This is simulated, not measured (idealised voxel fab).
process module | voxel trench capacitor
cross-section cut | 160 nm wide | cells 5 nm
A cross-section is a grid of square cells, given in bands from the top down. A band is one or more rows of cells.
Each band's line starts with the height of the band's top and of its bottom, in nm. Then come its materials from left to right, each with its width in nm. One material with "throughout" fills the band from edge to edge. "air" is empty space.
Height 0 is the level under which the wafer as received is all one material. The lowest band goes on downwards, as in "0 down".
A width such as "30 to 40" changes by the same amount from each row of cells to the next, from the band's top row to its bottom row.
"no change" after a step means that no cell of the cross-section changed.
closed voids: empty space of 8 cells or more with no open way to the top, each as width x height at its distance from the left edge, in nm
after a step's settings: what the simulator itself notes on the step
overlay nm, on a step with a mask: how far to the right of its planned place the mask lay; to the left if negative
plan
1 op RECEIVE | material Si
2 op CONFORMAL_DEP | material SiN | thk nm 10
3 op MASKED_ETCH | tone open | mask id TRENCH | width nm 20 | pitch nm 35 | etch materials SiN | depth nm 10 | overlay nm 0
4 op MASKED_ETCH | tone open | mask id TRENCH | width nm 20 | pitch nm 35 | etch materials Si | depth nm 35 | overlay nm 0
5 op CONFORMAL_DEP | material SiO2 | thk nm 5
6 op FILL_DEP | material polySi | thk nm 10
7 op CMP | height nm 10
as received, after step 1
  0 down: Si throughout
  closed voids: none
a wafer at the end: this start, this plan, one mistake
  10 to 0: SiN 35 | SiO2 5 | polySi 10 to 5 | SiO2 5 to 10 | SiN 15 | SiO2 5 | polySi 10 to 5 | SiO2 5 to 10 | SiN 15 | SiO2 5 | polySi 10 to 5 | SiO2 5 to 10 | SiN 35
  0 to -30: Si 35 | SiO2 5 | polySi 5 | SiO2 5 | Si 20 | SiO2 5 | polySi 5 | SiO2 5 | Si 20 | SiO2 5 | polySi 5 | SiO2 5 | Si 40
  -30 to -35: Si 35 | SiO2 15 | Si 20 | SiO2 15 | Si 20 | SiO2 15 | Si 40
  -35 down: Si throughout
  closed voids: none
what went wrong: step 4 ran as: op MASKED_ETCH | tone open | mask id TRENCH | width nm 20 | pitch nm 35 | etch materials Si | depth nm 35 | overlay nm -5
